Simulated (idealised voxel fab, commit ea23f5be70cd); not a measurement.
process module | voxel released beams
cross-section cut | 205 nm wide | cells 5 nm
A cross-section is a grid of square cells, given in bands from the top down. A band is one or more rows of cells.
Each band's line starts with the height of the band's top and of its bottom, in nm. Then come its materials from left to right, each with its width in nm. One material with "throughout" fills the band from edge to edge. "air" is empty space.
Height 0 is the level under which the wafer as received is all one material. The lowest band goes on downwards, as in "0 down".
A width such as "30 to 40" changes by the same amount from each row of cells to the next, from the band's top row to its bottom row.
"no change" after a step means that no cell of the cross-section changed.
closed voids: empty space of 8 cells or more with no open way to the top, each as width x height at its distance from the left edge, in nm
after a step's settings: what the simulator itself notes on the step
overlay nm, on a step with a mask: how far to the right of its planned place the mask lay; to the left if negative
plan
1 op RECEIVE | material Si
2 op CONFORMAL_DEP | material SiN | thk nm 5
3 op DIRECTIONAL_DEP | material SiO2 | thk nm 15
4 op PATTERN | tone open | mask id ANCHOR | material resist | width nm 35 | thk nm 20 | overlay nm 0
5 op DIRECTIONAL_ETCH | etch materials SiO2 | depth nm 15
6 op STRIP | etch materials resist
7 op CONFORMAL_DEP | material TiN | thk nm 15
8 op PATTERN | tone cover | mask id BEAM | material resist | width nm 105 | thk nm 15 | overlay nm 0
9 op DIRECTIONAL_ETCH | etch materials TiN | depth nm 15
10 op STRIP | etch materials resist
11 op STRIP | etch materials SiO2
as received, after step 1
  0 down: Si throughout
  closed voids: none
a wafer at the end: this start, this plan, one mistake
  50 to 35: air 45 | TiN 105 | air 55
  35 to 20: TiN throughout
  20 to 5: SiO2 50 | TiN 35 | SiO2 120
  5 to 0: SiN throughout
  0 down: Si throughout
  closed voids: none
what went wrong: step 7 was run twice
